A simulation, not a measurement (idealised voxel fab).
Herein follows the process module entitled voxel self aligned contacts.
Each square cell in cross-section cut measures 5 nm, and the section as a whole is 175 nm wide.
Bands, listed from the top down, are how a cross-section gets written in this document; the cross-section itself is a grid of square cells, and a band is one or more rows of them. Top, bottom (nm), then materials left to right with widths (nm); lone material tagged "full width" fills the whole band edge to edge; "blank" = empty space. The reference from which all heights are counted is 0, the level beneath which the as-received wafer is entirely one material; the lowest band, having no lower bound, proceeds downward and is written after the example "0..down". A width given as "30->40" starts at the first number in the band's top row and ends at the second number in its bottom row, shifting by an equal amount at every step from row to row. No cell of the cross-section changed in a step that is given as "nothing was modified". Under "Cavities, closed" you'll find the enclosed gaps, the ones with no way out to the top, that are 8 cells or bigger; each reads width x height at distance, with distance counted from the left edge, everything in nm. On each step's line, the part that comes after the settings is the simulator's own comment on the step. "overlay nm", when on a step's line for a step with a mask, measures how far to the right of its planned place the mask lay; a negative measure means to the left.
Process steps foreseen in the plan:
1) RECEIVE [material Si]
2) CONFORMAL_DEP [material SiO2] [thk nm 5]
3) DIRECTIONAL_DEP [material polySi] [thk nm 25]
4) DIRECTIONAL_DEP [material SiN] [thk nm 25]
5) MASKED_ETCH [tone cover] [mask id GATE] [width nm 30] [pitch nm 65] [etch materials SiN] [depth nm 25] [overlay nm 0]
6) MASKED_ETCH [tone cover] [mask id GATE] [width nm 30] [pitch nm 65] [etch materials polySi] [depth nm 25] [overlay nm 0]
7) CONFORMAL_DEP [material SiN] [thk nm 5]
8) DIRECTIONAL_ETCH [etch materials SiN] [depth nm 10]
9) FILL_DEP [material SiO2] [thk nm 10]
10) CMP [height nm 60]
11) MASKED_ETCH [tone open] [mask id CONTACT] [width nm 45] [etch materials SiO2] [depth nm 60] [overlay nm 0]
12) CONFORMAL_DEP [material TiN] [thk nm 5]
13) FILL_DEP [material W] [thk nm 5]
14) CMP [height nm 60]
15) CONFORMAL_DEP [material SiN] [thk nm 5]
Same starting wafers, different thk nm at step 7. Plan value belongs to the first wafer.
As-received cross-section, first of several wafers, post step 1:
0..down = Si full width
Cavities, closed: none
First of several wafers: cross-section at the end of the module, after step 15, its last step:
65..60 = SiN full width
60..50 = SiO2=65 | TiN=5->15 | W=35->15 | TiN=5->15 | SiO2=65
50..30 = SiO2=35 | SiN=40 | TiN=5 | W=15 | TiN=5 | SiN=40 | SiO2=35
30..5 = SiO2=35 | SiN=5 | polySi=30 | SiN=5 | TiN=5 | W=15 | TiN=5 | SiN=5 | polySi=30 | SiN=5 | SiO2=35
5..0 = SiO2=75 | TiN=25 | SiO2=75
0..down = Si full width
Cavities, closed: none
The last wafer as seen in cross-section at the end of the module:
65..60 = SiN full width
60..30 = SiO2=15 | SiN=145 | SiO2=15
30..20 = SiO2=15 | SiN=25 | polySi=30 | SiN=35 | polySi=30 | SiN=25 | SiO2=15
20..5 = SiN=40 | polySi=30 | SiN=35 | polySi=30 | SiN=40
5..0 = SiO2 full width
0..down = Si full width
Cavities, closed: none
Basically each wafer gets a line in the table, showing it at the end of the module: material by material, the cells it gained (+) or lost (-) since we got it, then its closed voids:
thk nm 5; +119 SiN; +208 SiO2; +31 TiN; +37 W; +60 polySi; Cavities, closed: none
thk nm 10; +175 SiN; +178 SiO2; +31 TiN; +11 W; +60 polySi; Cavities, closed: none
thk nm 15; +250 SiN; +135 SiO2; +10 TiN; +60 polySi; Cavities, closed: none
thk nm 20; +288 SiN; +107 SiO2; +60 polySi; Cavities, closed: none
thk nm 25; +312 SiN; +83 SiO2; +60 polySi; Cavities, closed: none
